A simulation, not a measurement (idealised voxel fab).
process module | voxel quadruple lines
cross-section cut | 290 nm wide | cells 5 nm
A cross-section is a grid of square cells, given in bands from the top down. A band is one or more rows of cells.
Each band's line starts with the height of the band's top and of its bottom, in nm. Then come its materials from left to right, each with its width in nm. One material with "throughout" fills the band from edge to edge. "air" is empty space.
Height 0 is the level under which the wafer as received is all one material. The lowest band goes on downwards, as in "0 down".
A width such as "30 to 40" changes by the same amount from each row of cells to the next, from the band's top row to its bottom row.
"no change" after a step means that no cell of the cross-section changed.
closed voids: empty space of 8 cells or more with no open way to the top, each as width x height at its distance from the left edge, in nm
after a step's settings: what the simulator itself notes on the step
overlay nm, on a step with a mask: how far to the right of its planned place the mask lay; to the left if negative
plan
1 op RECEIVE | material Si
2 op CONFORMAL_DEP | material Al2O3 | thk nm 5
3 op DIRECTIONAL_DEP | material W | thk nm 10
4 op DIRECTIONAL_DEP | material polySi | thk nm 15
5 op DIRECTIONAL_DEP | material aC | thk nm 20
6 op PATTERN | tone cover | mask id MANDREL | material resist | width nm 35 | pitch nm 100 | thk nm 30 | overlay nm 0
7 op DIRECTIONAL_ETCH | etch materials aC | depth nm 20
8 op STRIP | etch materials resist
9 op CONFORMAL_DEP | material SiO2 | thk nm 15
10 op DIRECTIONAL_ETCH | etch materials SiO2 | depth nm 15
11 op STRIP | etch materials aC
12 op DIRECTIONAL_ETCH | etch materials polySi | depth nm 15
13 op STRIP | etch materials SiO2
14 op CONFORMAL_DEP | material SiCN | thk nm 10
15 op DIRECTIONAL_ETCH | etch materials SiCN | depth nm 10
16 op STRIP | etch materials polySi
17 op DIRECTIONAL_ETCH | etch materials W | depth nm 10
18 op STRIP | etch materials SiCN
19 op FILL_DEP | material SiO2 | thk nm 5
20 op CMP | height nm 15
as received, after step 1
  0 down: Si throughout
  closed voids: none
a wafer at the end: this start, this plan, one mistake
  15 to 5: SiO2 45 | W 10 | SiO2 15 | W 10 | SiO2 25 | W 10 | SiO2 15 | W 10 | SiO2 5 | W 10 | SiO2 15 | W 10 | SiO2 25 | W 10 | SiO2 15 | W 10 | SiO2 50
  5 to 0: Al2O3 throughout
  0 down: Si throughout
  closed voids: none
what went wrong: step 6 ran as: op PATTERN | tone cover | mask id MANDREL | material resist | width nm 45 | pitch nm 100 | thk nm 30 | overlay nm 0
